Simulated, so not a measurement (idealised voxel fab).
Title: Process Module voxel released beams
Square cells of 5 nm make up the cross-section cut, whose width is 160 nm.
Cross-section = grid of square cells, listed top down in bands; band = one or more rows. Top, bottom (nm), then materials left to right with widths (nm); lone material tagged "everywhere" fills the whole band edge to edge; "air" = empty space. Measure heights from 0. That's the level where, below it, the as-received wafer is all one material. The lowest band is bottomless and extends downward; write it as in "0 nm and below". A width such as "30..40" changes by the same amount from each row of cells to the next, from the band's top row to its bottom row. Basically "no modifications" means that step didn't change any cell in the cross-section. "Internal closed voids" enumerates empty spaces isolated from the top, with no open way to it, that contain at least 8 cells, giving each as width x height at distance from the left edge, all three in nm. Note: text after step settings on the step line = simulator remark on that step. You can add "overlay nm" to a step's line. For a step with a mask, it describes how far the mask lay to the right of its planned position, and a negative number describes a lay to the left.
### List of planned process steps
step 1: RECEIVE (material Si)
step 2: CONFORMAL_DEP (material SiN; thk nm 5)
step 3: DIRECTIONAL_DEP (material SiO2; thk nm 20)
step 4: MASKED_ETCH (tone open; mask id ANCHOR; width nm 45; etch materials SiO2; depth nm 20; overlay nm 0)
step 5: CONFORMAL_DEP (material polySi; thk nm 15)
step 6: MASKED_ETCH (tone cover; mask id BEAM; width nm 115; etch materials polySi; depth nm 15; overlay nm 0)
step 7: STRIP (etch materials SiO2)
### Wafer as received: cross-section following step 1
    0 nm and below = Si everywhere
    Internal closed voids: none
### Module complete, cross-section. Starting point and plan per above. One mistake made in running the module
    25 nm to 5 nm = air 25 / polySi 15 / air 15 / polySi 15 / air 90
    5 nm to 0 nm = SiN everywhere
    0 nm and below = Si everywhere
    Internal closed voids: none
The plan and the run diverged here: not per plan at step 6, really ran MASKED_ETCH (tone open; mask id BEAM; width nm 115; etch materials polySi; depth nm 15; overlay nm 0)
